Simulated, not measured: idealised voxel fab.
process module | voxel self aligned vias
cross-section cut | 265 nm wide | cells 5 nm
A cross-section is a grid of square cells, given in bands from the top down. A band is one or more rows of cells.
Each band's line starts with the height of the band's top and of its bottom, in nm. Then come its materials from left to right, each with its width in nm. One material with "throughout" fills the band from edge to edge. "air" is empty space.
Height 0 is the level under which the wafer as received is all one material. The lowest band goes on downwards, as in "0 down".
A width such as "30 to 40" changes by the same amount from each row of cells to the next, from the band's top row to its bottom row.
"no change" after a step means that no cell of the cross-section changed.
closed voids: empty space of 8 cells or more with no open way to the top, each as width x height at its distance from the left edge, in nm
after a step's settings: what the simulator itself notes on the step
overlay nm, on a step with a mask: how far to the right of its planned place the mask lay; to the left if negative
plan
1 op RECEIVE | material Si
2 op CONFORMAL_DEP | material SiO2 | thk nm 15
3 op CONFORMAL_DEP | material SiCN | thk nm 5
4 op DIRECTIONAL_DEP | material SiO2 | thk nm 25
5 op PATTERN | tone open | mask id LINES | material resist | width nm 30 | pitch nm 70 | thk nm 20 | overlay nm 0
6 op DIRECTIONAL_ETCH | etch materials SiO2 | depth nm 25
7 op STRIP | etch materials resist
8 op CONFORMAL_DEP | material TiN | thk nm 5
9 op FILL_DEP | material Ru | thk nm 5
10 op CMP | height nm 45
11 op SELECTIVE_ETCH | etch materials W Ru TiN | depth nm 10
12 op FILL_DEP | material SiN | thk nm 10
13 op CMP | height nm 45
14 op DIRECTIONAL_DEP | material SiO2 | thk nm 15
15 op DIRECTIONAL_DEP | material aC | thk nm 15
16 op PATTERN | tone open | mask id VIAS | material resist | width nm 40 | pitch nm 70 | thk nm 35 | overlay nm 0
17 op DIRECTIONAL_ETCH | etch materials aC | depth nm 15
18 op STRIP | etch materials resist
19 op DIRECTIONAL_ETCH | etch materials SiO2 | depth nm 15
20 op DIRECTIONAL_ETCH | etch materials SiN | depth nm 10
21 op STRIP | etch materials aC
22 op CONFORMAL_DEP | material TiN | thk nm 5
23 op FILL_DEP | material W | thk nm 10
24 op CMP | height nm 60
25 op CONFORMAL_DEP | material SiCN | thk nm 5
as received, after step 1
  0 down: Si throughout
  closed voids: none
a wafer at the end: this start, this plan, one mistake
  65 to 60: SiCN throughout
  60 to 40: SiO2 45 | TiN 5 | W 20 | TiN 5 | SiO2 40 | TiN 5 | W 20 | TiN 5 | SiO2 40 | TiN 5 | W 20 | TiN 5 | SiO2 50
  40 to 35: SiO2 45 | TiN 30 | SiO2 40 | TiN 30 | SiO2 40 | TiN 30 | SiO2 50
  35 to 25: SiO2 45 | TiN 5 | Ru 20 | TiN 5 | SiO2 40 | TiN 5 | Ru 20 | TiN 5 | SiO2 40 | TiN 5 | Ru 20 | TiN 5 | SiO2 50
  25 to 20: SiO2 45 | TiN 30 | SiO2 40 | TiN 30 | SiO2 40 | TiN 30 | SiO2 50
  20 to 15: SiCN throughout
  15 to 0: SiO2 throughout
  0 down: Si throughout
  closed voids: none
what went wrong: step 16 ran as: op PATTERN | tone open | mask id VIAS | material resist | width nm 30 | pitch nm 70 | thk nm 35 | overlay nm 0
